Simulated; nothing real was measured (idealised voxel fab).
The name of this process module is voxel transistor to metal.
For reference, the cross-section in this document is cut, with width 295 nm and square cells of 5 nm.
Each cross-section below is a grid of square cells, stated as bands in top-down order, with one or more rows of cells making up each band. Look at the band entry: it leads with the top's height and the bottom's height in nm. Then it lists the materials left to right, with a width in nm for each. The word "throughout" on a single material says that material fills the band edge to edge. The word "blank" is empty space. Counting heights begins at 0, where everything beneath is, in the wafer as received, one material. The lowest band has no bottom; it goes on downwards, as "0..down" shows. Quick explanation for "30 to 40": the width changes in equal steps down the rows of cells, from the first number in the band's top row to the second number in its bottom row. "nothing got changed" for a step: no cell of the cross-section changed in that step. "Closed voids list" enumerates empty spaces isolated from the top, with no open way to it, that contain at least 8 cells, giving each as width x height at distance from the left edge, all three in nm. Note: text after step settings on the step line = simulator remark on that step. overlay nm: for a step with a mask, the amount by which the mask lay right of where it was planned; a negative amount means left of it.
**Steps planned for the process**
- 1: op RECEIVE | material Si
- 2: op CONFORMAL_DEP | material SiO2 | thk nm 5
- 3: op CONFORMAL_DEP | material SiN | thk nm 15
- 4: op MASKED_ETCH | tone cover | mask id ACTIVE | width nm 110 | pitch nm 130 | etch materials SiN | depth nm 15 | overlay nm 0
- 5: op MASKED_ETCH | tone cover | mask id ACTIVE | width nm 110 | pitch nm 130 | etch materials SiO2 | depth nm 5 | overlay nm 0
- 6: op MASKED_ETCH | tone cover | mask id ACTIVE | width nm 110 | pitch nm 130 | etch materials Si | depth nm 30 | overlay nm 0
- 7: op FILL_DEP | material SiO2 | thk nm 10
- 8: op CMP | height nm 20
- 9: op SELECTIVE_ETCH | etch materials SiO2 | depth nm 15
- 10: op STRIP | etch materials SiN
- 11: op SELECTIVE_ETCH | etch materials SiO2 | depth nm 5
- 12: op OXIDIZE | depth nm 5
- 13: op DIRECTIONAL_DEP | material polySi | thk nm 30
- 14: op DIRECTIONAL_DEP | material SiCN | thk nm 10
- 15: op DIRECTIONAL_DEP | material aC | thk nm 10
- 16: op PATTERN | tone cover | mask id GATE | material resist | width nm 20 | pitch nm 130 | thk nm 25 | overlay nm 0
- 17: op DIRECTIONAL_ETCH | etch materials aC | depth nm 10
- 18: op STRIP | etch materials resist
- 19: op DIRECTIONAL_ETCH | etch materials SiCN | depth nm 20
- 20: op DIRECTIONAL_ETCH | etch materials polySi | depth nm 40
- 21: op STRIP | etch materials aC
- 22: op CONFORMAL_DEP | material SiO2 | thk nm 5
- 23: op DIRECTIONAL_ETCH | etch materials SiO2 | depth nm 5
- 24: op CONFORMAL_DEP | material SiN | thk nm 5
- 25: op DIRECTIONAL_ETCH | etch materials SiN | depth nm 5
- 26: op DIRECTIONAL_ETCH | etch materials SiO2 | depth nm 5
- 27: op EPI | material SiGe | thk nm 5
- 28: op FILL_DEP | material SiO2 | thk nm 5
- 29: op CMP | height nm 40
- 30: op DIRECTIONAL_DEP | material SiO2 | thk nm 15
- 31: op DIRECTIONAL_DEP | material aC | thk nm 10
- 32: op PATTERN | tone open | mask id CONTACT | material resist | width nm 20 | thk nm 30 | overlay nm 0
- 33: op DIRECTIONAL_ETCH | etch materials aC | depth nm 10
- 34: op STRIP | etch materials resist
- 35: op DIRECTIONAL_ETCH | etch materials SiO2 | depth nm 55
- 36: op STRIP | etch materials aC
- 37: op CONFORMAL_DEP | material TiN | thk nm 5
- 38: op FILL_DEP | material Ru | thk nm 5
- 39: op CMP | height nm 55
- 40: op CONFORMAL_DEP | material SiN | thk nm 5
- 41: op DIRECTIONAL_DEP | material lowk | thk nm 25
- 42: op DIRECTIONAL_DEP | material aC | thk nm 15
- 43: op PATTERN | tone open | mask id METAL_1 | material resist | width nm 20 | thk nm 35 | overlay nm 0
- 44: op DIRECTIONAL_ETCH | etch materials aC | depth nm 15
- 45: op STRIP | etch materials resist
- 46: op DIRECTIONAL_ETCH | etch materials lowk | depth nm 25
- 47: op DIRECTIONAL_ETCH | etch materials SiN | depth nm 5
- 48: op STRIP | etch materials aC
- 49: op CONFORMAL_DEP | material TiN | thk nm 5
- 50: op FILL_DEP | material W | thk nm 10
- 51: op CMP | height nm 85
- 52: op EPI | material Ru | thk nm 5
- 53: op FILL_DEP | material SiCN | thk nm 5
- 54: op DIRECTIONAL_DEP | material SiO2 | thk nm 25
- 55: op DIRECTIONAL_DEP | material aC | thk nm 10
- 56: op PATTERN | tone open | mask id METAL_2 | material resist | width nm 15 | pitch nm 130 | thk nm 25 | overlay nm 0
- 57: op DIRECTIONAL_ETCH | etch materials aC | depth nm 10
- 58: op STRIP | etch materials resist
- 59: op DIRECTIONAL_ETCH | etch materials SiO2 | depth nm 15
- 60: op STRIP | etch materials aC
- 61: op DIRECTIONAL_DEP | material aC | thk nm 10
- 62: op PATTERN | tone open | mask id METAL_2_HOLES | material resist | width nm 15 | pitch nm 130 | thk nm 25 | overlay nm 0
- 63: op DIRECTIONAL_ETCH | etch materials aC | depth nm 10
- 64: op STRIP | etch materials resist
- 65: op DIRECTIONAL_ETCH | etch materials SiO2 | depth nm 10
- 66: op DIRECTIONAL_ETCH | etch materials SiCN | depth nm 5
- 67: op STRIP | etch materials aC
- 68: op CONFORMAL_DEP | material TiN | thk nm 5
- 69: op FILL_DEP | material Cu | thk nm 10
- 70: op CMP | height nm 120
- 71: op CONFORMAL_DEP | material SiCN | thk nm 5
The wafers are alike at the start. At step 56, their width nm differs. The plan lists the first wafer's value.
**Sectional view: first of several wafers, as received, after step 1**
	0..down: Si throughout
	Closed voids list: none
**Every row in this table is a wafer at the end of the module, and it gives, for each of the materials, the cells that wafer has gained (+) or lost (-) since it was received, then its closed voids**
width nm 15; +6 Cu; +104 Ru; -134 Si; +165 SiCN; +32 SiGe; +75 SiN; +744 SiO2; +180 TiN; +40 W; +215 lowk; +48 polySi; Closed voids list: none
width nm 20; +14 Cu; +104 Ru; -134 Si; +163 SiCN; +32 SiGe; +75 SiN; +738 SiO2; +180 TiN; +40 W; +215 lowk; +48 polySi; Closed voids list: none
width nm 25; +18 Cu; +104 Ru; -134 Si; +163 SiCN; +32 SiGe; +75 SiN; +732 SiO2; +182 TiN; +40 W; +215 lowk; +48 polySi; Closed voids list: none
width nm 30; +22 Cu; +104 Ru; -134 Si; +163 SiCN; +32 SiGe; +75 SiN; +726 SiO2; +184 TiN; +40 W; +215 lowk; +48 polySi; Closed voids list: none
width nm 35; +26 Cu; +104 Ru; -134 Si; +163 SiCN; +32 SiGe; +75 SiN; +720 SiO2; +186 TiN; +40 W; +215 lowk; +48 polySi; Closed voids list: none
